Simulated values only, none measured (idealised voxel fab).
Module name: voxel ribs on slabs (process module)
The cross-section on display is named cut; it measures 285 nm wide, and its cells are 5 nm squares.
Format of a cross-section: grid, square cells. Given as bands. Order: top down. Band: one or more rows of cells.
A band entry consists of two parts. The first gives the height of the band's top and the height of its bottom, in nm. The rest lists the band's materials from left to right, each with its width in nm. A single material labelled with the word "full width" fills the band from edge to edge, and the word "blank" marks empty space.
The reference from which all heights are counted is 0, the level beneath which the as-received wafer is entirely one material; the lowest band, having no lower bound, proceeds downward and is written after the example "0 -> down".
Width: "30..40" (first number = top row, second number = bottom row, same change from row to row of cells).
Given "no modification" for a step, no cell of the cross-section differs between before and after that step.
"Closed void listing": empty spaces of 8 cells or more with no open way to the top, each given as width x height at distance, distance from the left edge, all in nm.
Read whatever lies past the settings on a step's line as the simulator's own remark about the step.
overlay nm: on a step with a mask, how far right of its planned place the mask lay; negative means left.
SET OUT BELOW ARE THE PLANNED STEPS OF THE PROCESS
- 1: RECEIVE: material Si
- 2: DIRECTIONAL_DEP: material SiO2, thk nm 30
- 3: DIRECTIONAL_DEP: material SiN, thk nm 20
- 4: DIRECTIONAL_DEP: material aC, thk nm 15
- 5: PATTERN: tone cover, mask id RIB, material resist, width nm 30, thk nm 30, overlay nm 0
- 6: DIRECTIONAL_ETCH: etch materials aC, depth nm 15
- 7: STRIP: etch materials resist
- 8: DIRECTIONAL_ETCH: etch materials SiN, depth nm 5
- 9: STRIP: etch materials aC
- 10: DIRECTIONAL_DEP: material aC, thk nm 15
- 11: PATTERN: tone cover, mask id SLAB, material resist, width nm 60, thk nm 35, overlay nm 0
- 12: DIRECTIONAL_ETCH: etch materials aC, depth nm 15
- 13: STRIP: etch materials resist
- 14: DIRECTIONAL_ETCH: etch materials SiN, depth nm 15
- 15: STRIP: etch materials aC
- 16: FILL_DEP: material SiO2, thk nm 25
- 17: CMP: height nm 65
- 18: DIRECTIONAL_DEP: material W, thk nm 10
- 19: PATTERN: tone cover, mask id HEATER, material resist, width nm 40, thk nm 20, overlay nm 0
- 20: DIRECTIONAL_ETCH: etch materials W, depth nm 10
- 21: STRIP: etch materials resist
- 22: CONFORMAL_DEP: material SiN, thk nm 10
FIRST WAFER, AS PLANNED
AS RECEIVED (POST STEP 1): CROSS-SECTION
> 0 -> down = Si full width
> Closed void listing: none
CROSS-SECTIONAL REPRESENTATION OF THE WAFER AT THE CONCLUSION OF STEP 2
> 30 -> 0 = SiO2 full width
> Everything below 0 is unchanged.
CROSS-SECTIONAL REPRESENTATION OF THE WAFER AT THE CONCLUSION OF STEP 3
> 50 -> 30 = SiN full width
> Everything below 30 is unchanged.
CROSS-SECTIONAL REPRESENTATION OF THE WAFER AT THE CONCLUSION OF STEP 4
> 65 -> 50 = aC full width
> Everything below 50 is unchanged.
CROSS-SECTIONAL REPRESENTATION OF THE WAFER AT THE CONCLUSION OF STEP 5
> 95 -> 65 = blank: 125 | resist: 30 | blank: 130
> Everything below 65 is unchanged.
CROSS-SECTIONAL REPRESENTATION OF THE WAFER AT THE CONCLUSION OF STEP 6
> 80 -> 65 = blank: 125 | resist: 30 | blank: 130
> 65 -> 50 = blank: 125 | aC: 30 | blank: 130
> Everything below 50 is unchanged.
CROSS-SECTIONAL REPRESENTATION OF THE WAFER AT THE CONCLUSION OF STEP 7
> 65 -> 50 = blank: 125 | aC: 30 | blank: 130
> Everything below 50 is unchanged.
CROSS-SECTIONAL REPRESENTATION OF THE WAFER AT THE CONCLUSION OF STEP 8
> 65 -> 50 = blank: 125 | aC: 30 | blank: 130
> 50 -> 45 = blank: 125 | SiN: 30 | blank: 130
> Everything below 45 is unchanged.
CROSS-SECTIONAL REPRESENTATION OF THE WAFER AT THE CONCLUSION OF STEP 9
> 50 -> 45 = blank: 125 | SiN: 30 | blank: 130
> Everything below 45 is unchanged.
CROSS-SECTIONAL REPRESENTATION OF THE WAFER AT THE CONCLUSION OF STEP 10
> 65 -> 60 = blank: 125 | aC: 30 | blank: 130
> 60 -> 50 = aC full width
> 50 -> 45 = aC: 125 | SiN: 30 | aC: 130
> Everything below 45 is unchanged.
CROSS-SECTIONAL REPRESENTATION OF THE WAFER AT THE CONCLUSION OF STEP 11
> 100 -> 65 = blank: 110 | resist: 60 | blank: 115
> 65 -> 60 = blank: 110 | resist: 15 | aC: 30 | resist: 15 | blank: 115
> Everything below 60 is unchanged.
CROSS-SECTIONAL REPRESENTATION OF THE WAFER AT THE CONCLUSION OF STEP 12
> 85 -> 65 = blank: 110 | resist: 60 | blank: 115
> 65 -> 60 = blank: 110 | resist: 15 | aC: 30 | resist: 15 | blank: 115
> 60 -> 50 = blank: 110 | aC: 60 | blank: 115
> 50 -> 45 = blank: 110 | aC: 15 | SiN: 30 | aC: 15 | blank: 115
> Everything below 45 is unchanged.
CROSS-SECTIONAL REPRESENTATION OF THE WAFER AT THE CONCLUSION OF STEP 13
> 65 -> 60 = blank: 125 | aC: 30 | blank: 130
> Everything below 60 is unchanged.
CROSS-SECTIONAL REPRESENTATION OF THE WAFER AT THE CONCLUSION OF STEP 14
> 65 -> 60 = blank: 125 | aC: 30 | blank: 130
> 60 -> 50 = blank: 110 | aC: 60 | blank: 115
> 50 -> 45 = blank: 110 | aC: 15 | SiN: 30 | aC: 15 | blank: 115
> 45 -> 30 = blank: 110 | SiN: 60 | blank: 115
> Everything below 30 is unchanged.
CROSS-SECTIONAL REPRESENTATION OF THE WAFER AT THE CONCLUSION OF STEP 15
> 50 -> 45 = blank: 125 | SiN: 30 | blank: 130
> Everything below 45 is unchanged.
CROSS-SECTIONAL REPRESENTATION OF THE WAFER AT THE CONCLUSION OF STEP 16
> 75 -> 50 = SiO2 full width
> 50 -> 45 = SiO2: 125 | SiN: 30 | SiO2: 130
> 45 -> 30 = SiO2: 110 | SiN: 60 | SiO2: 115
> Everything below 30 is unchanged.
CROSS-SECTIONAL REPRESENTATION OF THE WAFER AT THE CONCLUSION OF STEP 17
> 65 -> 50 = SiO2 full width
> Everything below 50 is unchanged.
CROSS-SECTIONAL REPRESENTATION OF THE WAFER AT THE CONCLUSION OF STEP 18
> 75 -> 65 = W full width
> Everything below 65 is unchanged.
CROSS-SECTIONAL REPRESENTATION OF THE WAFER AT THE CONCLUSION OF STEP 19
> 95 -> 75 = blank: 120 | resist: 40 | blank: 125
> Everything below 75 is unchanged.
CROSS-SECTIONAL REPRESENTATION OF THE WAFER AT THE CONCLUSION OF STEP 20
> 95 -> 75 = blank: 120 | resist: 40 | blank: 125
> 75 -> 65 = blank: 120 | W: 40 | blank: 125
> Everything below 65 is unchanged.
CROSS-SECTIONAL REPRESENTATION OF THE WAFER AT THE CONCLUSION OF STEP 21
> 75 -> 65 = blank: 120 | W: 40 | blank: 125
> Everything below 65 is unchanged.
CROSS-SECTIONAL REPRESENTATION OF THE WAFER AT THE CONCLUSION OF STEP 22
> 85 -> 75 = blank: 110 | SiN: 60 | blank: 115
> 75 -> 65 = SiN: 120 | W: 40 | SiN: 125
> Everything below 65 is unchanged.
THE SECOND WAFER BEGAN EXACTLY AS THE FIRST DID AND FOLLOWED THE SAME PLAN, BUT ONE MISTAKE WAS MADE WHILE RUNNING IT; THROUGH STEP 15 INCLUSIVE, THE TWO WAFERS ARE IDENTICAL
THE SECOND WAFER CUT THROUGH, AT THE TIME STEP 16 WAS SUPPOSED TO BE FINISHED
> 75 -> 30 = SiN full width
> Everything below 30 is unchanged.
THE SECOND WAFER CUT THROUGH, AT THE TIME STEP 17 WAS SUPPOSED TO BE FINISHED
> 65 -> 30 = SiN full width
> Everything below 30 is unchanged.
THE SECOND WAFER CUT THROUGH, AT THE TIME STEP 18 WAS SUPPOSED TO BE FINISHED
> 75 -> 65 = W full width
> Everything below 65 is unchanged.
THE SECOND WAFER CUT THROUGH, AT THE TIME STEP 19 WAS SUPPOSED TO BE FINISHED
> 95 -> 75 = blank: 120 | resist: 40 | blank: 125
> Everything below 75 is unchanged.
THE SECOND WAFER CUT THROUGH, AT THE TIME STEP 20 WAS SUPPOSED TO BE FINISHED
> 95 -> 75 = blank: 120 | resist: 40 | blank: 125
> 75 -> 65 = blank: 120 | W: 40 | blank: 125
> Everything below 65 is unchanged.
THE SECOND WAFER CUT THROUGH, AT THE TIME STEP 21 WAS SUPPOSED TO BE FINISHED
> 75 -> 65 = blank: 120 | W: 40 | blank: 125
> Everything below 65 is unchanged.
THE SECOND WAFER CUT THROUGH, AT THE TIME STEP 22 WAS SUPPOSED TO BE FINISHED
> 85 -> 75 = blank: 110 | SiN: 60 | blank: 115
> 75 -> 65 = SiN: 120 | W: 40 | SiN: 125
> Everything below 65 is unchanged.
What was the processing mistake? heads up, step 16 didn't go per plan, it actually ran as FILL_DEP: material SiN, thk nm 25
End of process, cell counts, second wafer against first, materials with more or fewer: 357 more of SiN, 357 fewer of SiO2
